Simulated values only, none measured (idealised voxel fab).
The following is a process module called voxel trench capacitor.
We display cut, a cross-section 265 nm in width whose square cells are each 5 nm.
The cross-sections in this document take the form of a grid made of square cells. They are written out as bands, in order from top to bottom. Each band consists of one or more rows of cells. Heights first: top, then bottom, in nm. Then materials, left to right, each with a width in nm. "all across" on a single material: fills the band edge to edge. "air": empty space. Heights are measured from 0, the level below which the as-received wafer is all one material; the lowest band has no bottom and continues downward, written as in "0 nm and below". Width "30..40": first value at the band's top row of cells, second value at its bottom row, equal change from row to row. "nothing different" (step): cross-section cells unchanged, all of them. What "Cavities, sealed" gives you is every empty space of 8 cells or more that is cut off from the top. Each appears as width x height at distance, with the distance taken from the left edge and width, height and distance all in nm. Text after the settings on a step's line: the simulator's own remark on that step. You can add "overlay nm" to a step's line. For a step with a mask, it describes how far the mask lay to the right of its planned position, and a negative number describes a lay to the left.

This section lists the process steps that were planned:
1. RECEIVE: material Si
2. CONFORMAL_DEP: material SiN, thk nm 5
3. MASKED_ETCH: tone open, mask id TRENCH, width nm 25, pitch nm 45, etch materials SiN, depth nm 5, overlay nm 0
4. MASKED_ETCH: tone open, mask id TRENCH, width nm 25, pitch nm 45, etch materials Si, depth nm 30, overlay nm 0
5. CONFORMAL_DEP: material HfO2, thk nm 5
6. CONFORMAL_DEP: material TiN, thk nm 5
7. FILL_DEP: material W, thk nm 5
8. CMP: height nm 5

This is the cross-section of the wafer as we received it, i.e. after step 1:
  0 nm and below: Si all across
  Cavities, sealed: none

Cross-section, first of two wafers, end of module, run as planned:
  5 nm to 0 nm: SiN: 75, then HfO2: 5, then TiN: 5, then W: 5, then TiN: 5, then HfO2: 5, then SiN: 20, then HfO2: 5, then TiN: 5, then W: 5, then TiN: 5, then HfO2: 5, then SiN: 20, then HfO2: 5, then TiN: 5, then W: 5, then TiN: 5, then HfO2: 5, then SiN: 75
  0 nm to -20 nm: Si: 75, then HfO2: 5, then TiN: 5, then W: 5, then TiN: 5, then HfO2: 5, then Si: 20, then HfO2: 5, then TiN: 5, then W: 5, then TiN: 5, then HfO2: 5, then Si: 20, then HfO2: 5, then TiN: 5, then W: 5, then TiN: 5, then HfO2: 5, then Si: 75
  -20 nm to -25 nm: Si: 75, then HfO2: 5, then TiN: 15, then HfO2: 5, then Si: 20, then HfO2: 5, then TiN: 15, then HfO2: 5, then Si: 20, then HfO2: 5, then TiN: 15, then HfO2: 5, then Si: 75
  -25 nm to -30 nm: Si: 75, then HfO2: 25, then Si: 20, then HfO2: 25, then Si: 20, then HfO2: 25, then Si: 75
  -30 nm and below: Si all across
  Cavities, sealed: none

Here's the second of our two wafers sectioned at module end. Same start as the first, same plan, but one mistake got made running it:
  5 nm to 0 nm: SiN: 75, then TiN: 5, then HfO2: 5, then W: 5, then HfO2: 5, then TiN: 5, then SiN: 20, then TiN: 5, then HfO2: 5, then W: 5, then HfO2: 5, then TiN: 5, then SiN: 20, then TiN: 5, then HfO2: 5, then W: 5, then HfO2: 5, then TiN: 5, then SiN: 75
  0 nm to -20 nm: Si: 75, then TiN: 5, then HfO2: 5, then W: 5, then HfO2: 5, then TiN: 5, then Si: 20, then TiN: 5, then HfO2: 5, then W: 5, then HfO2: 5, then TiN: 5, then Si: 20, then TiN: 5, then HfO2: 5, then W: 5, then HfO2: 5, then TiN: 5, then Si: 75
  -20 nm to -25 nm: Si: 75, then TiN: 5, then HfO2: 15, then TiN: 5, then Si: 20, then TiN: 5, then HfO2: 15, then TiN: 5, then Si: 20, then TiN: 5, then HfO2: 15, then TiN: 5, then Si: 75
  -25 nm to -30 nm: Si: 75, then TiN: 25, then Si: 20, then TiN: 25, then Si: 20, then TiN: 25, then Si: 75
  -30 nm and below: Si all across
  Cavities, sealed: none
Against the plan, the run slipped here: note: step 5 <-> step 6, run order reversed vs plan
Final difference in cells, second wafer against first, listed per material as more or fewer: HfO2: 12 fewer; TiN: 12 more
